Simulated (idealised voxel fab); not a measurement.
The name of this process module is voxel ribs on slabs.
Section cut is 260 nm wide and gridded with 5 nm square cells.
Heads up, the way a cross-section reads in here is a grid of square cells, handed over as bands from the top down, with every band being one or more rows of cells.
Heights first: top, then bottom, in nm. Then materials, left to right, each with a width in nm. "edge to edge" on a single material: fills the band edge to edge. "blank": empty space.
Heights are reckoned from 0. Under this level, the received wafer is all of one material. The bottommost band is open-ended downward, for example "0 -> down".
A width such as "30..40" changes by the same amount from each row of cells to the next, from the band's top row to its bottom row.
Step note "no alterations made" = no cross-section cell changed.
Closed-off voids of 8+ cells (no open route to the top) go in "Closed void listing", written width x height at distance from the left edge, in nm.
It should be noted that, on the line of a given step, the content following the step's settings is a remark produced by the simulator itself with respect to that step.
"overlay nm" on a masked step: distance the mask lay right of its planned place, negative for left.

Here's what the planned process steps look like:
1. RECEIVE [material Si]
2. DIRECTIONAL_DEP [material SiO2] [thk nm 20]
3. DIRECTIONAL_DEP [material SiN] [thk nm 15]
4. PATTERN [tone cover] [mask id RIB] [material resist] [width nm 15] [thk nm 15] [overlay nm 0]
5. DIRECTIONAL_ETCH [etch materials SiN] [depth nm 5]
6. STRIP [etch materials resist]
7. DIRECTIONAL_DEP [material aC] [thk nm 10]
8. PATTERN [tone cover] [mask id SLAB] [material resist] [width nm 65] [thk nm 30] [overlay nm 0]
9. DIRECTIONAL_ETCH [etch materials aC] [depth nm 10]
10. STRIP [etch materials resist]
11. DIRECTIONAL_ETCH [etch materials SiN] [depth nm 10]
12. STRIP [etch materials aC]
13. FILL_DEP [material SiO2] [thk nm 15]
14. CMP [height nm 45]
15. DIRECTIONAL_DEP [material TiN] [thk nm 5]
16. DIRECTIONAL_DEP [material aC] [thk nm 10]
17. PATTERN [tone cover] [mask id HEATER] [material resist] [width nm 25] [thk nm 25] [overlay nm 0]
18. DIRECTIONAL_ETCH [etch materials aC] [depth nm 10]
19. STRIP [etch materials resist]
20. DIRECTIONAL_ETCH [etch materials TiN] [depth nm 5]
21. STRIP [etch materials aC]
22. CONFORMAL_DEP [material SiO2] [thk nm 10]

First of two wafers - as planned:

Step 1 complete: cross-section of the wafer as received:
> 0 -> down: Si edge to edge
> Closed void listing: none

Presented here is a cross-section of the wafer after step 2 has been performed:
> 20 -> 0: SiO2 edge to edge
> Note: structure below 0 unchanged.

Presented here is a cross-section of the wafer after step 3 has been performed:
> 35 -> 20: SiN edge to edge
> Note: structure below 20 unchanged.

Presented here is a cross-section of the wafer after step 4 has been performed:
> 50 -> 35: blank 120 nm  resist 15 nm  blank 125 nm
> Note: structure below 35 unchanged.

Presented here is a cross-section of the wafer after step 5 has been performed:
> 50 -> 35: blank 120 nm  resist 15 nm  blank 125 nm
> 35 -> 30: blank 120 nm  SiN 15 nm  blank 125 nm
> Note: structure below 30 unchanged.

Presented here is a cross-section of the wafer after step 6 has been performed:
> 35 -> 30: blank 120 nm  SiN 15 nm  blank 125 nm
> Note: structure below 30 unchanged.

Presented here is a cross-section of the wafer after step 7 has been performed:
> 45 -> 40: blank 120 nm  aC 15 nm  blank 125 nm
> 40 -> 35: aC edge to edge
> 35 -> 30: aC 120 nm  SiN 15 nm  aC 125 nm
> Note: structure below 30 unchanged.

Presented here is a cross-section of the wafer after step 8 has been performed:
> 75 -> 45: blank 95 nm  resist 65 nm  blank 100 nm
> 45 -> 40: blank 95 nm  resist 25 nm  aC 15 nm  resist 25 nm  blank 100 nm
> Note: structure below 40 unchanged.

Presented here is a cross-section of the wafer after step 9 has been performed:
> 65 -> 45: blank 95 nm  resist 65 nm  blank 100 nm
> 45 -> 40: blank 95 nm  resist 25 nm  aC 15 nm  resist 25 nm  blank 100 nm
> 40 -> 35: blank 95 nm  aC 65 nm  blank 100 nm
> 35 -> 30: blank 95 nm  aC 25 nm  SiN 15 nm  aC 25 nm  blank 100 nm
> Note: structure below 30 unchanged.

Presented here is a cross-section of the wafer after step 10 has been performed:
> 45 -> 35: blank 120..95 nm  aC 15..65 nm  blank 125..100 nm
> Note: structure below 35 unchanged.

Presented here is a cross-section of the wafer after step 11 has been performed:
> 45 -> 35: blank 120..95 nm  aC 15..65 nm  blank 125..100 nm
> 35 -> 30: blank 95 nm  aC 25 nm  SiN 15 nm  aC 25 nm  blank 100 nm
> 30 -> 20: blank 95 nm  SiN 65 nm  blank 100 nm
> Note: structure below 20 unchanged.

Presented here is a cross-section of the wafer after step 12 has been performed:
> 35 -> 30: blank 120 nm  SiN 15 nm  blank 125 nm
> Note: structure below 30 unchanged.

Presented here is a cross-section of the wafer after step 13 has been performed:
> 50 -> 35: SiO2 edge to edge
> 35 -> 30: SiO2 120 nm  SiN 15 nm  SiO2 125 nm
> 30 -> 20: SiO2 95 nm  SiN 65 nm  SiO2 100 nm
> Note: structure below 20 unchanged.

Presented here is a cross-section of the wafer after step 14 has been performed:
> 45 -> 35: SiO2 edge to edge
> Note: structure below 35 unchanged.

Presented here is a cross-section of the wafer after step 15 has been performed:
> 50 -> 45: TiN edge to edge
> Note: structure below 45 unchanged.

Presented here is a cross-section of the wafer after step 16 has been performed:
> 60 -> 50: aC edge to edge
> Note: structure below 50 unchanged.

Presented here is a cross-section of the wafer after step 17 has been performed:
> 85 -> 60: blank 115 nm  resist 25 nm  blank 120 nm
> Note: structure below 60 unchanged.

Presented here is a cross-section of the wafer after step 18 has been performed:
> 75 -> 60: blank 115 nm  resist 25 nm  blank 120 nm
> 60 -> 50: blank 115 nm  aC 25 nm  blank 120 nm
> Note: structure below 50 unchanged.

Presented here is a cross-section of the wafer after step 19 has been performed:
> 60 -> 50: blank 115 nm  aC 25 nm  blank 120 nm
> Note: structure below 50 unchanged.

Presented here is a cross-section of the wafer after step 20 has been performed:
> 60 -> 50: blank 115 nm  aC 25 nm  blank 120 nm
> 50 -> 45: blank 115 nm  TiN 25 nm  blank 120 nm
> Note: structure below 45 unchanged.

Presented here is a cross-section of the wafer after step 21 has been performed:
> 50 -> 45: blank 115 nm  TiN 25 nm  blank 120 nm
> Note: structure below 45 unchanged.

Presented here is a cross-section of the wafer after step 22 has been performed:
> 60 -> 55: blank 105 nm  SiO2 45 nm  blank 110 nm
> 55 -> 50: SiO2 edge to edge
> 50 -> 45: SiO2 115 nm  TiN 25 nm  SiO2 120 nm
> Note: structure below 45 unchanged.

Regarding the second of the two wafers: it shared the first wafer's starting condition and process plan, yet one error occurred during its execution. Its history coincides with that of the first wafer up to and including step 7:

Cross-section: second wafer, time at which step 8 was scheduled to end:
> 75 -> 45: resist 95 nm  blank 65 nm  resist 100 nm
> 45 -> 40: resist 95 nm  blank 25 nm  aC 15 nm  blank 25 nm  resist 100 nm
> Note: structure below 40 unchanged.

Cross-section: second wafer, time at which step 9 was scheduled to end:
> 65 -> 40: resist 95 nm  blank 65 nm  resist 100 nm
> 40 -> 35: aC 95 nm  blank 65 nm  aC 100 nm
> 35 -> 30: aC 95 nm  blank 25 nm  SiN 15 nm  blank 25 nm  aC 100 nm
> Note: structure below 30 unchanged.

Cross-section: second wafer, time at which step 10 was scheduled to end:
> 40 -> 35: aC 95 nm  blank 65 nm  aC 100 nm
> Note: structure below 35 unchanged.

Cross-section: second wafer, time at which step 11 was scheduled to end:
> 40 -> 30: aC 95 nm  blank 65 nm  aC 100 nm
> 30 -> 25: SiN 95 nm  blank 65 nm  SiN 100 nm
> 25 -> 20: SiN 95 nm  blank 25 nm  SiN 15 nm  blank 25 nm  SiN 100 nm
> Note: structure below 20 unchanged.

Cross-section: second wafer, time at which step 12 was scheduled to end:
> 30 -> 25: SiN 95 nm  blank 65 nm  SiN 100 nm
> Note: structure below 25 unchanged.

Cross-section: second wafer, time at which step 13 was scheduled to end:
> 45 -> 30: SiO2 edge to edge
> 30 -> 25: SiN 95 nm  SiO2 65 nm  SiN 100 nm
> 25 -> 20: SiN 95 nm  SiO2 25 nm  SiN 15 nm  SiO2 25 nm  SiN 100 nm
> Note: structure below 20 unchanged.

Cross-section: second wafer, time at which step 14 was scheduled to end: no alterations made

Cross-section: second wafer, time at which step 15 was scheduled to end:
> 50 -> 45: TiN edge to edge
> Note: structure below 45 unchanged.

Cross-section: second wafer, time at which step 16 was scheduled to end:
> 60 -> 50: aC edge to edge
> Note: structure below 50 unchanged.

Cross-section: second wafer, time at which step 17 was scheduled to end:
> 85 -> 60: blank 115 nm  resist 25 nm  blank 120 nm
> Note: structure below 60 unchanged.

Cross-section: second wafer, time at which step 18 was scheduled to end:
> 75 -> 60: blank 115 nm  resist 25 nm  blank 120 nm
> 60 -> 50: blank 115 nm  aC 25 nm  blank 120 nm
> Note: structure below 50 unchanged.

Cross-section: second wafer, time at which step 19 was scheduled to end:
> 60 -> 50: blank 115 nm  aC 25 nm  blank 120 nm
> Note: structure below 50 unchanged.

Cross-section: second wafer, time at which step 20 was scheduled to end:
> 60 -> 50: blank 115 nm  aC 25 nm  blank 120 nm
> 50 -> 45: blank 115 nm  TiN 25 nm  blank 120 nm
> Note: structure below 45 unchanged.

Cross-section: second wafer, time at which step 21 was scheduled to end:
> 50 -> 45: blank 115 nm  TiN 25 nm  blank 120 nm
> Note: structure below 45 unchanged.

Cross-section: second wafer, time at which step 22 was scheduled to end:
> 60 -> 55: blank 105 nm  SiO2 45 nm  blank 110 nm
> 55 -> 50: SiO2 edge to edge
> 50 -> 45: SiO2 115 nm  TiN 25 nm  SiO2 120 nm
> Note: structure below 45 unchanged.
Want to know what went wrong? step 8, actual vs plan mismatch, actual run PATTERN [tone open] [mask id SLAB] [material resist] [width nm 65] [thk nm 30] [overlay nm 0]
FYI, end of process, the second wafer has more or fewer cells of some materials than the first: 52 more of SiN; 52 fewer of SiO2
